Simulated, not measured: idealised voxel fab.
Documented hereafter: the process module known as voxel lift off.
275 nm wide, 5 nm square cells: that's cross-section cut.
A cross-section is written here as square cells arranged in a grid, and it is given in bands from the top down, each band taking up one or more rows of cells.
The band entry comprises the height of the band's top followed by the height of its bottom, expressed in nm, and subsequently the band's materials from left to right, each stated together with its width in nm. Where a single material is marked with the word "edge to edge", that material fills the band from edge to edge. The word "empty" represents empty space.
Ref level 0: as-received wafer is one material below here. Bottom band extends down with no lower bound ("0 down").
Width: "30..40" (first number = top row, second number = bottom row, same change from row to row of cells).
For the purposes of this document, the phrase "no modification" attached to a step denotes that no cell within the cross-section was modified by that step.
"Sealed cavities" specifies each empty space that is not open to the top and that occupies no fewer than 8 cells, using the form width x height at distance, the distance measured from the left edge and all three quantities in nm.
The remark found on a step's line after its settings is issued by the simulator itself and pertains to that step.
overlay nm: for a step with a mask, the amount by which the mask lay right of where it was planned; a negative amount means left of it.

[These are the steps we planned for the process]
1: RECEIVE, material Si
2: CONFORMAL_DEP, material SiN, thk nm 15
3: PATTERN, tone open, mask id LINES, material resist, width nm 30, pitch nm 50, thk nm 15, overlay nm 0
4: DIRECTIONAL_DEP, material Ru, thk nm 5
5: STRIP, etch materials resist
6: CONFORMAL_DEP, material SiN, thk nm 10

[On the first of the two wafers: run conducted according to plan]

[Step 1 complete: cross-section of the wafer as received]
* 0 down  Si edge to edge
* Sealed cavities: none

[Wafer section view after processing step 2]
* 15 to 0  SiN edge to edge
* Under 0: no change, same as before.

[Wafer section view after processing step 3]
* 30 to 15  resist (70), empty (30), resist (20), empty (30), resist (20), empty (30), resist (75)
* Under 15: no change, same as before.

[Wafer section view after processing step 4]
* 35 to 30  Ru (70), empty (30), Ru (20), empty (30), Ru (20), empty (30), Ru (75)
* 30 to 20  resist (70), empty (30), resist (20), empty (30), resist (20), empty (30), resist (75)
* 20 to 15  resist (70), Ru (30), resist (20), Ru (30), resist (20), Ru (30), resist (75)
* Under 15: no change, same as before.

[Wafer section view after processing step 5]
* 20 to 15  empty (70), Ru (30), empty (20), Ru (30), empty (20), Ru (30), empty (75)
* Under 15: no change, same as before.

[Wafer section view after processing step 6]
* 30 to 25  empty (60), SiN (150), empty (65)
* 25 to 20  SiN edge to edge
* 20 to 15  SiN (70), Ru (30), SiN (20), Ru (30), SiN (20), Ru (30), SiN (75)
* Under 15: no change, same as before.

[The second wafer: identical to the first at the outset and in its planned sequence, differing only in that one mistake was made during processing; up to and including step 2, its path is the first wafer's path]

[Second wafer at the planned finish of step 3, seen in cross-section]
* 30 to 15  resist (75), empty (20), resist (30), empty (20), resist (30), empty (20), resist (80)
* Under 15: no change, same as before.

[Second wafer at the planned finish of step 4, seen in cross-section]
* 35 to 30  Ru (75), empty (20), Ru (30), empty (20), Ru (30), empty (20), Ru (80)
* 30 to 20  resist (75), empty (20), resist (30), empty (20), resist (30), empty (20), resist (80)
* 20 to 15  resist (75), Ru (20), resist (30), Ru (20), resist (30), Ru (20), resist (80)
* Under 15: no change, same as before.

[Second wafer at the planned finish of step 5, seen in cross-section]
* 20 to 15  empty (75), Ru (20), empty (30), Ru (20), empty (30), Ru (20), empty (80)
* Under 15: no change, same as before.

[Second wafer at the planned finish of step 6, seen in cross-section]
* 30 to 25  empty (65), SiN (40), empty (10), SiN (40), empty (10), SiN (40), empty (70)
* 25 to 20  SiN edge to edge
* 20 to 15  SiN (75), Ru (20), SiN (30), Ru (20), SiN (30), Ru (20), SiN (80)
* Under 15: no change, same as before.
The plan and the run diverged here: step 3 ran as: PATTERN, tone open, mask id LINES, material resist, width nm 20, pitch nm 50, thk nm 15, overlay nm 0
End check, counted in cells, second wafer has more or fewer of these materials than the first: Ru: 6 fewer
